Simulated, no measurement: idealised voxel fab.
process module | voxel capacitor over wiring
cross-section cut | 180 nm wide | cells 5 nm
A cross-section is a grid of square cells, given in bands from the top down. A band is one or more rows of cells.
Each band's line starts with the height of the band's top and of its bottom, in nm. Then come its materials from left to right, each with its width in nm. One material with "throughout" fills the band from edge to edge. "air" is empty space.
Height 0 is the level under which the wafer as received is all one material. The lowest band goes on downwards, as in "0 down".
A width such as "30 to 40" changes by the same amount from each row of cells to the next, from the band's top row to its bottom row.
"no change" after a step means that no cell of the cross-section changed.
closed voids: empty space of 8 cells or more with no open way to the top, each as width x height at its distance from the left edge, in nm
after a step's settings: what the simulator itself notes on the step
overlay nm, on a step with a mask: how far to the right of its planned place the mask lay; to the left if negative
Each pair below shows a cross-section before one step and the cross-section after it, down to the lowest band that changed. The line under each pair gives the step between them, with its settings. The pairs can come from different runs of this module on the same starting wafer, so a pair continues from the pair above only where its "before" says so.
before
  105 to 100: SiO2 60 | TiN 5 | Cu 5 | TiN 5 | SiO2 105
  100 to 95: SiO2 60 | TiN 15 | SiO2 105
  95 to 85: SiO2 50 | TiN 55 | SiO2 75
  85 to 80: SiO2 50 | SiN 55 | SiO2 75
  80 to 70: SiO2 45 | TiN 65 | SiO2 70
  70 to 50: SiO2 50 | Ru 15 | SiO2 115
  50 to 45: SiCN 50 | Ru 15 | SiCN 115
  45 to 40: TiN 45 | W 15 | TiN 60 | W 15 | TiN 45
  40 to 15: SiO2 40 | TiN 5 | W 15 | TiN 5 | SiO2 50 | TiN 5 | W 15 | TiN 5 | SiO2 40
  15 to 10: SiCN 40 | TiN 25 | SiCN 50 | TiN 25 | SiCN 40
  10 to 0: SiO2 throughout
  0 down: Si throughout
  closed voids: none
after
  110 to 105: SiN throughout
  below 105: unchanged
  closed voids: none
the step between: op CONFORMAL_DEP | material SiN | thk nm 5
before
  95 to 85: TiN throughout
  85 to 80: SiN throughout
  80 to 70: TiN throughout
  70 to 50: SiO2 50 | Ru 15 | SiO2 115
  50 to 45: SiCN 50 | Ru 15 | SiCN 115
  45 to 20: SiO2 40 | TiN 5 | W 15 | TiN 5 | SiO2 50 | TiN 5 | W 15 | TiN 5 | SiO2 40
  20 to 15: SiCN 40 | TiN 25 | SiCN 50 | TiN 25 | SiCN 40
  15 to 0: SiO2 throughout
  0 down: Si throughout
  closed voids: none
after
  95 to 85: air 50 | TiN 60 | air 70
  below 85: unchanged
  closed voids: none
the step between: op MASKED_ETCH | tone cover | mask id UPPER_PLATE | width nm 60 | etch materials TiN | depth nm 10 | overlay nm 0
before: the cross-section after the pair above
after
  95 to 85: air 50 | TiN 60 | air 70
  85 to 80: air 50 | SiN 60 | air 70
  below 80: unchanged
  closed voids: none
the step between: op MASKED_ETCH | tone cover | mask id UPPER_PLATE | width nm 55 | etch materials SiN | depth nm 5 | overlay nm 0
before: the cross-section after the pair above
after
  115 to 95: air 45 | resist 65 | air 70
  95 to 85: air 45 | resist 5 | TiN 60 | air 70
  85 to 80: air 45 | resist 5 | SiN 60 | air 70
  below 80: unchanged
  closed voids: none
the step between: op PATTERN | tone cover | mask id LOWER_PLATE | material resist | width nm 65 | thk nm 20 | overlay nm 0
before: the cross-section after the pair above
after
  115 to 95: air 45 | resist 65 | air 70
  95 to 85: air 45 | resist 5 | TiN 60 | air 70
  85 to 80: air 45 | resist 5 | SiN 60 | air 70
  80 to 70: air 45 | TiN 65 | air 70
  below 70: unchanged
  closed voids: none
the step between: op DIRECTIONAL_ETCH | etch materials TiN | depth nm 10
before: the cross-section after the pair above
after
  95 to 85: air 50 | TiN 60 | air 70
  85 to 80: air 50 | SiN 60 | air 70
  below 80: unchanged
  closed voids: none
the step between: op STRIP | etch materials resist
before: the cross-section after the pair above
after
  110 to 95: SiO2 throughout
  95 to 85: SiO2 50 | TiN 60 | SiO2 70
  85 to 80: SiO2 50 | SiN 60 | SiO2 70
  80 to 70: SiO2 45 | TiN 65 | SiO2 70
  below 70: unchanged
  closed voids: none
the step between: op FILL_DEP | material SiO2 | thk nm 15
before: the cross-section after the pair above
after
  105 to 95: SiO2 throughout
  below 95: unchanged
  closed voids: none
the step between: op CMP | height nm 105
before: the cross-section after the pair above
after
  105 to 95: SiO2 60 | air 15 | SiO2 105
  below 95: unchanged
  closed voids: none
the step between: op MASKED_ETCH | tone open | mask id PLUG_2 | width nm 15 | etch materials SiO2 | depth nm 10 | overlay nm 0
before: the cross-section after the pair above
after
  110 to 105: TiN 65 | air 5 | TiN 110
  105 to 100: SiO2 60 | TiN 5 | air 5 | TiN 5 | SiO2 105
  100 to 95: SiO2 60 | TiN 15 | SiO2 105
  below 95: unchanged
  closed voids: none
the step between: op CONFORMAL_DEP | material TiN | thk nm 5
before: the cross-section after the pair above
after
  120 to 110: Cu throughout
  110 to 105: TiN 65 | Cu 5 | TiN 110
  105 to 100: SiO2 60 | TiN 5 | Cu 5 | TiN 5 | SiO2 105
  below 100: unchanged
  closed voids: none
the step between: op FILL_DEP | material Cu | thk nm 10
before: the cross-section after the pair above
after
  105 to 100: SiO2 60 | TiN 5 | Cu 5 | TiN 5 | SiO2 105
  below 100: unchanged
  closed voids: none
the step between: op CMP | height nm 105
before: the cross-section after the pair above
after
  110 to 105: SiN throughout
  below 105: unchanged
  closed voids: none
the step between: op CONFORMAL_DEP | material SiN | thk nm 5
before
  95 to 85: air 50 | TiN 55 | air 75
  85 to 80: air 50 | SiN 55 | air 75
  80 to 70: TiN throughout
  70 to 50: SiO2 50 | Ru 15 | SiO2 115
  50 to 45: SiCN 50 | Ru 15 | SiCN 115
  45 to 20: SiO2 40 | TiN 5 | W 15 | TiN 5 | SiO2 50 | TiN 5 | W 15 | TiN 5 | SiO2 40
  20 to 15: SiCN 40 | TiN 25 | SiCN 50 | TiN 25 | SiCN 40
  15 to 0: SiO2 throughout
  0 down: Si throughout
  closed voids: none
after
  115 to 95: air 55 | resist 65 | air 60
  95 to 85: air 50 | TiN 55 | resist 15 | air 60
  85 to 80: air 50 | SiN 55 | resist 15 | air 60
  below 80: unchanged
  closed voids: none
the step between: op PATTERN | tone cover | mask id LOWER_PLATE | material resist | width nm 65 | thk nm 20 | overlay nm 10
before: the cross-section after the pair above
after
  115 to 95: air 55 | resist 65 | air 60
  95 to 85: air 55 | TiN 50 | resist 15 | air 60
  85 to 80: air 50 | SiN 55 | resist 15 | air 60
  80 to 70: air 50 | TiN 70 | air 60
  below 70: unchanged
  closed voids: none
the step between: op DIRECTIONAL_ETCH | etch materials TiN | depth nm 10
before: the cross-section after the pair above
after
  95 to 85: air 55 | TiN 50 | air 75
  85 to 80: air 50 | SiN 55 | air 75
  below 80: unchanged
  closed voids: none
the step between: op STRIP | etch materials resist
before: the cross-section after the pair above
after
  110 to 95: SiO2 throughout
  95 to 85: SiO2 55 | TiN 50 | SiO2 75
  85 to 80: SiO2 50 | SiN 55 | SiO2 75
  80 to 70: SiO2 50 | TiN 70 | SiO2 60
  below 70: unchanged
  closed voids: none
the step between: op FILL_DEP | material SiO2 | thk nm 15
before: the cross-section after the pair above
after
  105 to 95: SiO2 throughout
  below 95: unchanged
  closed voids: none
the step between: op CMP | height nm 105
before: the cross-section after the pair above
after
  105 to 95: SiO2 60 | air 15 | SiO2 105
  below 95: unchanged
  closed voids: none
the step between: op MASKED_ETCH | tone open | mask id PLUG_2 | width nm 15 | etch materials SiO2 | depth nm 10 | overlay nm 0
before: the cross-section after the pair above
after
  110 to 105: TiN 65 | air 5 | TiN 110
  105 to 100: SiO2 60 | TiN 5 | air 5 | TiN 5 | SiO2 105
  100 to 95: SiO2 60 | TiN 15 | SiO2 105
  below 95: unchanged
  closed voids: none
the step between: op CONFORMAL_DEP | material TiN | thk nm 5
before: the cross-section after the pair above
after
  120 to 110: Cu throughout
  110 to 105: TiN 65 | Cu 5 | TiN 110
  105 to 100: SiO2 60 | TiN 5 | Cu 5 | TiN 5 | SiO2 105
  below 100: unchanged
  closed voids: none
the step between: op FILL_DEP | material Cu | thk nm 10
before: the cross-section after the pair above
after
  105 to 100: SiO2 60 | TiN 5 | Cu 5 | TiN 5 | SiO2 105
  below 100: unchanged
  closed voids: none
the step between: op CMP | height nm 105
before: the cross-section after the pair above
after
  110 to 105: SiN throughout
  below 105: unchanged
  closed voids: none
the step between: op CONFORMAL_DEP | material SiN | thk nm 5
before
  0 down: Si throughout
  closed voids: none
after
  15 to 0: Cu throughout
  below 0: unchanged
  closed voids: none
the step between: op CONFORMAL_DEP | material Cu | thk nm 15
before: the cross-section after the pair above
after
  20 to 15: SiCN throughout
  below 15: unchanged
  closed voids: none
the step between: op CONFORMAL_DEP | material SiCN | thk nm 5
before: the cross-section after the pair above
after
  45 to 20: SiO2 throughout
  below 20: unchanged
  closed voids: none
the step between: op DIRECTIONAL_DEP | material SiO2 | thk nm 25
before: the cross-section after the pair above
after
  45 to 20: SiO2 40 | air 25 | SiO2 50 | air 25 | SiO2 40
  below 20: unchanged
  closed voids: none
the step between: op MASKED_ETCH | tone open | mask id METAL_1 | width nm 25 | pitch nm 75 | etch materials SiO2 | depth nm 25 | overlay nm 0
before: the cross-section after the pair above
after
  45 to 20: SiO2 40 | air 25 | SiO2 50 | air 25 | SiO2 40
  20 to 15: SiCN 40 | air 25 | SiCN 50 | air 25 | SiCN 40
  below 15: unchanged
  closed voids: none
the step between: op MASKED_ETCH | tone open | mask id METAL_1 | width nm 25 | pitch nm 75 | etch materials SiCN | depth nm 5 | overlay nm 0
before: the cross-section after the pair above
after
  50 to 45: TiN 45 | air 15 | TiN 60 | air 15 | TiN 45
  45 to 20: SiO2 40 | TiN 5 | air 15 | TiN 5 | SiO2 50 | TiN 5 | air 15 | TiN 5 | SiO2 40
  20 to 15: SiCN 40 | TiN 25 | SiCN 50 | TiN 25 | SiCN 40
  below 15: unchanged
  closed voids: none
the step between: op CONFORMAL_DEP | material TiN | thk nm 5
before: the cross-section after the pair above
after
  60 to 50: W throughout
  50 to 45: TiN 45 | W 15 | TiN 60 | W 15 | TiN 45
  45 to 20: SiO2 40 | TiN 5 | W 15 | TiN 5 | SiO2 50 | TiN 5 | W 15 | TiN 5 | SiO2 40
  below 20: unchanged
  closed voids: none
the step between: op FILL_DEP | material W | thk nm 10
before: the cross-section after the pair above
after
  45 to 20: SiO2 40 | TiN 5 | W 15 | TiN 5 | SiO2 50 | TiN 5 | W 15 | TiN 5 | SiO2 40
  below 20: unchanged
  closed voids: none
the step between: op CMP | height nm 45
before: the cross-section after the pair above
after
  50 to 45: SiCN throughout
  below 45: unchanged
  closed voids: none
the step between: op CONFORMAL_DEP | material SiCN | thk nm 5
before: the cross-section after the pair above
after
  70 to 50: SiO2 throughout
  below 50: unchanged
  closed voids: none
the step between: op DIRECTIONAL_DEP | material SiO2 | thk nm 20
before: the cross-section after the pair above
after
  70 to 50: SiO2 50 | air 15 | SiO2 115
  below 50: unchanged
  closed voids: none
the step between: op MASKED_ETCH | tone open | mask id PLUG_1 | width nm 15 | etch materials SiO2 | depth nm 20 | overlay nm 0
before: the cross-section after the pair above
after
  70 to 50: SiO2 50 | air 15 | SiO2 115
  50 to 45: SiCN 50 | air 15 | SiCN 115
  below 45: unchanged
  closed voids: none
the step between: op MASKED_ETCH | tone open | mask id PLUG_1 | width nm 15 | etch materials SiCN | depth nm 5 | overlay nm 0
before: the cross-section after the pair above
after
  70 to 55: SiO2 50 | air 15 | SiO2 115
  55 to 50: SiO2 50 | Ru 15 | SiO2 115
  50 to 45: SiCN 50 | Ru 15 | SiCN 115
  below 45: unchanged
  closed voids: none
the step between: op EPI | material Ru | thk nm 10
before: the cross-section after the pair above
after
  70 to 65: SiO2 50 | air 15 | SiO2 115
  65 to 50: SiO2 50 | Ru 15 | SiO2 115
  below 50: unchanged
  closed voids: none
the step between: op EPI | material Ru | thk nm 10
before: the cross-section after the pair above
after
  70 to 50: SiO2 50 | Ru 15 | SiO2 115
  below 50: unchanged
  closed voids: none
the step between: op EPI | material Ru | thk nm 5
before: the cross-section after the pair above
after
  80 to 70: TiN throughout
  below 70: unchanged
  closed voids: none
the step between: op DIRECTIONAL_DEP | material TiN | thk nm 10
before: the cross-section after the pair above
after
  85 to 80: SiN throughout
  below 80: unchanged
  closed voids: none
the step between: op DIRECTIONAL_DEP | material SiN | thk nm 5
before: the cross-section after the pair above
after
  95 to 85: TiN throughout
  below 85: unchanged
  closed voids: none
the step between: op DIRECTIONAL_DEP | material TiN | thk nm 10
before: the cross-section after the pair above
after
  95 to 85: air 50 | TiN 55 | air 75
  below 85: unchanged
  closed voids: none
the step between: op MASKED_ETCH | tone cover | mask id UPPER_PLATE | width nm 55 | etch materials TiN | depth nm 10 | overlay nm 0
before: the cross-section after the pair above
after
  95 to 85: air 50 | TiN 55 | air 75
  85 to 80: air 50 | SiN 55 | air 75
  below 80: unchanged
  closed voids: none
the step between: op MASKED_ETCH | tone cover | mask id UPPER_PLATE | width nm 55 | etch materials SiN | depth nm 5 | overlay nm 0
before: the cross-section after the pair above
after
  115 to 95: air 45 | resist 65 | air 70
  95 to 85: air 45 | resist 5 | TiN 55 | resist 5 | air 70
  85 to 80: air 45 | resist 5 | SiN 55 | resist 5 | air 70
  below 80: unchanged
  closed voids: none
the step between: op PATTERN | tone cover | mask id LOWER_PLATE | material resist | width nm 65 | thk nm 20 | overlay nm 0
before: the cross-section after the pair above
after
  115 to 95: air 45 | resist 65 | air 70
  95 to 85: air 45 | resist 5 | TiN 55 | resist 5 | air 70
  85 to 80: air 45 | resist 5 | SiN 55 | resist 5 | air 70
  80 to 70: air 45 | TiN 65 | air 70
  below 70: unchanged
  closed voids: none
the step between: op DIRECTIONAL_ETCH | etch materials TiN | depth nm 10
before: the cross-section after the pair above
after
  95 to 85: air 50 | TiN 55 | air 75
  85 to 80: air 50 | SiN 55 | air 75
  below 80: unchanged
  closed voids: none
the step between: op STRIP | etch materials resist
before: the cross-section after the pair above
after
  110 to 95: SiO2 throughout
  95 to 85: SiO2 50 | TiN 55 | SiO2 75
  85 to 80: SiO2 50 | SiN 55 | SiO2 75
  80 to 70: SiO2 45 | TiN 65 | SiO2 70
  below 70: unchanged
  closed voids: none
the step between: op FILL_DEP | material SiO2 | thk nm 15
before: the cross-section after the pair above
after
  105 to 95: SiO2 throughout
  below 95: unchanged
  closed voids: none
the step between: op CMP | height nm 105
before: the cross-section after the pair above
after
  105 to 95: SiO2 60 | air 15 | SiO2 105
  below 95: unchanged
  closed voids: none
the step between: op MASKED_ETCH | tone open | mask id PLUG_2 | width nm 15 | etch materials SiO2 | depth nm 10 | overlay nm 0
before: the cross-section after the pair above
after
  110 to 105: TiN 65 | air 5 | TiN 110
  105 to 100: SiO2 60 | TiN 5 | air 5 | TiN 5 | SiO2 105
  100 to 95: SiO2 60 | TiN 15 | SiO2 105
  below 95: unchanged
  closed voids: none
the step between: op CONFORMAL_DEP | material TiN | thk nm 5
before: the cross-section after the pair above
after
  120 to 110: Cu throughout
  110 to 105: TiN 65 | Cu 5 | TiN 110
  105 to 100: SiO2 60 | TiN 5 | Cu 5 | TiN 5 | SiO2 105
  below 100: unchanged
  closed voids: none
the step between: op FILL_DEP | material Cu | thk nm 10
before: the cross-section after the pair above
after
  105 to 100: SiO2 60 | TiN 5 | Cu 5 | TiN 5 | SiO2 105
  below 100: unchanged
  closed voids: none
the step between: op CMP | height nm 105
before: the cross-section after the pair above
after
  110 to 105: SiN throughout
  below 105: unchanged
  closed voids: none
the step between: op CONFORMAL_DEP | material SiN | thk nm 5
before
  105 to 95: SiO2 throughout
  95 to 85: SiO2 50 | TiN 55 | SiO2 75
  85 to 80: SiO2 50 | SiN 55 | SiO2 75
  80 to 70: SiO2 45 | TiN 65 | SiO2 70
  70 to 50: SiO2 50 | Ru 15 | SiO2 115
  50 to 45: SiCN 50 | Ru 15 | SiCN 115
  45 to 20: SiO2 40 | TiN 5 | W 15 | TiN 5 | SiO2 50 | TiN 5 | W 15 | TiN 5 | SiO2 40
  20 to 15: SiCN 40 | TiN 25 | SiCN 50 | TiN 25 | SiCN 40
  15 to 0: SiO2 throughout
  0 down: Si throughout
  closed voids: none
after
  105 to 95: air 60 | SiO2 15 | air 105
  below 95: unchanged
  closed voids: none
the step between: op MASKED_ETCH | tone cover | mask id PLUG_2 | width nm 15 | etch materials SiO2 | depth nm 10 | overlay nm 0
before: the cross-section after the pair above
after
  110 to 105: air 55 | TiN 25 | air 100
  105 to 100: air 55 | TiN 5 | SiO2 15 | TiN 5 | air 100
  100 to 95: TiN 60 | SiO2 15 | TiN 105
  below 95: unchanged
  closed voids: none
the step between: op CONFORMAL_DEP | material TiN | thk nm 5
before: the cross-section after the pair above
after
  120 to 110: Cu throughout
  110 to 105: Cu 55 | TiN 25 | Cu 100
  105 to 100: Cu 55 | TiN 5 | SiO2 15 | TiN 5 | Cu 100
  below 100: unchanged
  closed voids: none
the step between: op FILL_DEP | material Cu | thk nm 10
before: the cross-section after the pair above
after
  105 to 100: Cu 55 | TiN 5 | SiO2 15 | TiN 5 | Cu 100
  below 100: unchanged
  closed voids: none
the step between: op CMP | height nm 105
before: the cross-section after the pair above
after
  110 to 105: SiN throughout
  below 105: unchanged
  closed voids: none
the step between: op CONFORMAL_DEP | material SiN | thk nm 5
